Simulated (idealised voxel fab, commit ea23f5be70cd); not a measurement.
Process module under the name voxel self aligned vias
Square cell edge 5 nm, section width 285 nm, ID cut.
Square cells in a grid make up a cross-section in this document, and the grid is given as bands, listed from the top down, each one or more rows of cells.
It is stipulated that each band's entry specify, in nanometres, the height of the top of the band and then that of its bottom, followed by the materials of the band in left-to-right sequence, each together with its width in nanometres. A single material marked by the word "everywhere" is understood to fill the band from edge to edge; the word "air" is understood to denote empty space.
Heights from 0 (as-received wafer is one material below). Bottom band endless downward, as "0..down".
The width entry "30..40" should be interpreted row by row: the top row of cells in the band takes the first number, the bottom row takes the second number, and the change between adjacent rows is uniform throughout.
The designation "nothing was modified", where it is given for a processing step, indicates that no cell of the cross-section was altered in the course of that step.
Closed empty spaces (no open way to the top) of 8 cells or more are what "Sealed internal cavities" lists, each as width x height at distance from the left edge, nm for all three.
If you see something after the settings on a step's line, that's the simulator's own remark about that step.
A step line may carry the setting "overlay nm", which, for steps involving a mask, states the distance by which the mask lay to the right of its intended position; negative values denote displacement to the left.
-- The planned process steps are enumerated hereunder
1,RECEIVE (material Si)
2,CONFORMAL_DEP (material SiO2; thk nm 10)
3,CONFORMAL_DEP (material SiCN; thk nm 5)
4,DIRECTIONAL_DEP (material SiO2; thk nm 30)
5,PATTERN (tone open; mask id LINES; material resist; width nm 30; pitch nm 60; thk nm 15; overlay nm 0)
6,DIRECTIONAL_ETCH (etch materials SiO2; depth nm 30)
7,STRIP (etch materials resist)
8,CONFORMAL_DEP (material TiN; thk nm 5)
9,FILL_DEP (material W; thk nm 5)
10,CMP (height nm 45)
11,SELECTIVE_ETCH (etch materials W Ru TiN; depth nm 10)
12,FILL_DEP (material SiN; thk nm 5)
13,CMP (height nm 45)
14,DIRECTIONAL_DEP (material SiO2; thk nm 15)
15,MASKED_ETCH (tone open; mask id VIAS; width nm 40; pitch nm 60; etch materials SiO2; depth nm 15; overlay nm 0)
16,MASKED_ETCH (tone open; mask id VIAS; width nm 40; pitch nm 60; etch materials SiN; depth nm 10; overlay nm 0)
17,CONFORMAL_DEP (material TiN; thk nm 5)
18,FILL_DEP (material W; thk nm 10)
19,CMP (height nm 60)
20,CONFORMAL_DEP (material SiCN; thk nm 5)
-- First of two wafers, with the run carried out as planned
-- Step 1 complete: cross-section of the wafer as received
  0..down  Si everywhere
  Sealed internal cavities: none
-- The wafer, seen in cross-section, after step 2
  10..0  SiO2 everywhere
  For the remainder of the cross-section, below 0, there is no change.
-- The wafer, seen in cross-section, after step 3
  15..10  SiCN everywhere
  For the remainder of the cross-section, below 10, there is no change.
-- The wafer, seen in cross-section, after step 4
  45..15  SiO2 everywhere
  For the remainder of the cross-section, below 15, there is no change.
-- The wafer, seen in cross-section, after step 5
  60..45  resist 95, then air 30, then resist 30, then air 30, then resist 100
  For the remainder of the cross-section, below 45, there is no change.
-- The wafer, seen in cross-section, after step 6
  60..45  resist 95, then air 30, then resist 30, then air 30, then resist 100
  45..15  SiO2 95, then air 30, then SiO2 30, then air 30, then SiO2 100
  For the remainder of the cross-section, below 15, there is no change.
-- The wafer, seen in cross-section, after step 7
  45..15  SiO2 95, then air 30, then SiO2 30, then air 30, then SiO2 100
  For the remainder of the cross-section, below 15, there is no change.
-- The wafer, seen in cross-section, after step 8
  50..45  TiN 100, then air 20, then TiN 40, then air 20, then TiN 105
  45..20  SiO2 95, then TiN 5, then air 20, then TiN 5, then SiO2 30, then TiN 5, then air 20, then TiN 5, then SiO2 100
  20..15  SiO2 95, then TiN 30, then SiO2 30, then TiN 30, then SiO2 100
  For the remainder of the cross-section, below 15, there is no change.
-- The wafer, seen in cross-section, after step 9
  55..50  W everywhere
  50..45  TiN 100, then W 20, then TiN 40, then W 20, then TiN 105
  45..20  SiO2 95, then TiN 5, then W 20, then TiN 5, then SiO2 30, then TiN 5, then W 20, then TiN 5, then SiO2 100
  For the remainder of the cross-section, below 20, there is no change.
-- The wafer, seen in cross-section, after step 10
  45..20  SiO2 95, then TiN 5, then W 20, then TiN 5, then SiO2 30, then TiN 5, then W 20, then TiN 5, then SiO2 100
  For the remainder of the cross-section, below 20, there is no change.
-- The wafer, seen in cross-section, after step 11
  45..35  SiO2 95, then air 30, then SiO2 30, then air 30, then SiO2 100
  For the remainder of the cross-section, below 35, there is no change.
-- The wafer, seen in cross-section, after step 12
  50..45  SiN everywhere
  45..35  SiO2 95, then SiN 30, then SiO2 30, then SiN 30, then SiO2 100
  For the remainder of the cross-section, below 35, there is no change.
-- The wafer, seen in cross-section, after step 13
  45..35  SiO2 95, then SiN 30, then SiO2 30, then SiN 30, then SiO2 100
  For the remainder of the cross-section, below 35, there is no change.
-- The wafer, seen in cross-section, after step 14
  60..45  SiO2 everywhere
  For the remainder of the cross-section, below 45, there is no change.
-- The wafer, seen in cross-section, after step 15
  60..45  SiO2 90, then air 40, then SiO2 20, then air 40, then SiO2 95
  For the remainder of the cross-section, below 45, there is no change.
-- The wafer, seen in cross-section, after step 16
  60..45  SiO2 90, then air 40, then SiO2 20, then air 40, then SiO2 95
  45..35  SiO2 95, then air 30, then SiO2 30, then air 30, then SiO2 100
  For the remainder of the cross-section, below 35, there is no change.
-- The wafer, seen in cross-section, after step 17
  65..60  TiN 95, then air 30, then TiN 30, then air 30, then TiN 100
  60..50  SiO2 90, then TiN 5, then air 30, then TiN 5, then SiO2 20, then TiN 5, then air 30, then TiN 5, then SiO2 95
  50..40  SiO2 90..95, then TiN 10..5, then air 20, then TiN 10..5, then SiO2 20..30, then TiN 10..5, then air 20, then TiN 10..5, then SiO2 95..100
  40..35  SiO2 95, then TiN 30, then SiO2 30, then TiN 30, then SiO2 100
  For the remainder of the cross-section, below 35, there is no change.
-- The wafer, seen in cross-section, after step 18
  75..65  W everywhere
  65..60  TiN 95, then W 30, then TiN 30, then W 30, then TiN 100
  60..50  SiO2 90, then TiN 5, then W 30, then TiN 5, then SiO2 20, then TiN 5, then W 30, then TiN 5, then SiO2 95
  50..40  SiO2 90..95, then TiN 10..5, then W 20, then TiN 10..5, then SiO2 20..30, then TiN 10..5, then W 20, then TiN 10..5, then SiO2 95..100
  For the remainder of the cross-section, below 40, there is no change.
-- The wafer, seen in cross-section, after step 19
  60..50  SiO2 90, then TiN 5, then W 30, then TiN 5, then SiO2 20, then TiN 5, then W 30, then TiN 5, then SiO2 95
  For the remainder of the cross-section, below 50, there is no change.
-- The wafer, seen in cross-section, after step 20
  65..60  SiCN everywhere
  For the remainder of the cross-section, below 60, there is no change.
-- Here the second wafer is described. Its start and its plan were those of the first wafer. Its run contained one mistake. Up to and including step 1, it did exactly what the first wafer did
-- Cross-section of the second wafer corresponding to the planned conclusion of step 2
  10..0  SiN everywhere
  For the remainder of the cross-section, below 0, there is no change.
-- Cross-section of the second wafer corresponding to the planned conclusion of step 3
  15..10  SiCN everywhere
  For the remainder of the cross-section, below 10, there is no change.
-- Cross-section of the second wafer corresponding to the planned conclusion of step 4
  45..15  SiO2 everywhere
  For the remainder of the cross-section, below 15, there is no change.
-- Cross-section of the second wafer corresponding to the planned conclusion of step 5
  60..45  resist 95, then air 30, then resist 30, then air 30, then resist 100
  For the remainder of the cross-section, below 45, there is no change.
-- Cross-section of the second wafer corresponding to the planned conclusion of step 6
  60..45  resist 95, then air 30, then resist 30, then air 30, then resist 100
  45..15  SiO2 95, then air 30, then SiO2 30, then air 30, then SiO2 100
  For the remainder of the cross-section, below 15, there is no change.
-- Cross-section of the second wafer corresponding to the planned conclusion of step 7
  45..15  SiO2 95, then air 30, then SiO2 30, then air 30, then SiO2 100
  For the remainder of the cross-section, below 15, there is no change.
-- Cross-section of the second wafer corresponding to the planned conclusion of step 8
  50..45  TiN 100, then air 20, then TiN 40, then air 20, then TiN 105
  45..20  SiO2 95, then TiN 5, then air 20, then TiN 5, then SiO2 30, then TiN 5, then air 20, then TiN 5, then SiO2 100
  20..15  SiO2 95, then TiN 30, then SiO2 30, then TiN 30, then SiO2 100
  For the remainder of the cross-section, below 15, there is no change.
-- Cross-section of the second wafer corresponding to the planned conclusion of step 9
  55..50  W everywhere
  50..45  TiN 100, then W 20, then TiN 40, then W 20, then TiN 105
  45..20  SiO2 95, then TiN 5, then W 20, then TiN 5, then SiO2 30, then TiN 5, then W 20, then TiN 5, then SiO2 100
  For the remainder of the cross-section, below 20, there is no change.
-- Cross-section of the second wafer corresponding to the planned conclusion of step 10
  45..20  SiO2 95, then TiN 5, then W 20, then TiN 5, then SiO2 30, then TiN 5, then W 20, then TiN 5, then SiO2 100
  For the remainder of the cross-section, below 20, there is no change.
-- Cross-section of the second wafer corresponding to the planned conclusion of step 11
  45..35  SiO2 95, then air 30, then SiO2 30, then air 30, then SiO2 100
  For the remainder of the cross-section, below 35, there is no change.
-- Cross-section of the second wafer corresponding to the planned conclusion of step 12
  50..45  SiN everywhere
  45..35  SiO2 95, then SiN 30, then SiO2 30, then SiN 30, then SiO2 100
  For the remainder of the cross-section, below 35, there is no change.
-- Cross-section of the second wafer corresponding to the planned conclusion of step 13
  45..35  SiO2 95, then SiN 30, then SiO2 30, then SiN 30, then SiO2 100
  For the remainder of the cross-section, below 35, there is no change.
-- Cross-section of the second wafer corresponding to the planned conclusion of step 14
  60..45  SiO2 everywhere
  For the remainder of the cross-section, below 45, there is no change.
-- Cross-section of the second wafer corresponding to the planned conclusion of step 15
  60..45  SiO2 90, then air 40, then SiO2 20, then air 40, then SiO2 95
  For the remainder of the cross-section, below 45, there is no change.
-- Cross-section of the second wafer corresponding to the planned conclusion of step 16
  60..45  SiO2 90, then air 40, then SiO2 20, then air 40, then SiO2 95
  45..35  SiO2 95, then air 30, then SiO2 30, then air 30, then SiO2 100
  For the remainder of the cross-section, below 35, there is no change.
-- Cross-section of the second wafer corresponding to the planned conclusion of step 17
  65..60  TiN 95, then air 30, then TiN 30, then air 30, then TiN 100
  60..50  SiO2 90, then TiN 5, then air 30, then TiN 5, then SiO2 20, then TiN 5, then air 30, then TiN 5, then SiO2 95
  50..40  SiO2 90..95, then TiN 10..5, then air 20, then TiN 10..5, then SiO2 20..30, then TiN 10..5, then air 20, then TiN 10..5, then SiO2 95..100
  40..35  SiO2 95, then TiN 30, then SiO2 30, then TiN 30, then SiO2 100
  For the remainder of the cross-section, below 35, there is no change.
-- Cross-section of the second wafer corresponding to the planned conclusion of step 18
  75..65  W everywhere
  65..60  TiN 95, then W 30, then TiN 30, then W 30, then TiN 100
  60..50  SiO2 90, then TiN 5, then W 30, then TiN 5, then SiO2 20, then TiN 5, then W 30, then TiN 5, then SiO2 95
  50..40  SiO2 90..95, then TiN 10..5, then W 20, then TiN 10..5, then SiO2 20..30, then TiN 10..5, then W 20, then TiN 10..5, then SiO2 95..100
  For the remainder of the cross-section, below 40, there is no change.
-- Cross-section of the second wafer corresponding to the planned conclusion of step 19
  60..50  SiO2 90, then TiN 5, then W 30, then TiN 5, then SiO2 20, then TiN 5, then W 30, then TiN 5, then SiO2 95
  For the remainder of the cross-section, below 50, there is no change.
-- Cross-section of the second wafer corresponding to the planned conclusion of step 20
  65..60  SiCN everywhere
  For the remainder of the cross-section, below 60, there is no change.
Where did the run depart from the plan? step 2 was processed under conditions differing from the plan, specifically as CONFORMAL_DEP (material SiN; thk nm 10)
End of process, cell counts, second wafer against first, materials with more or fewer: +114 SiN | -114 SiO2
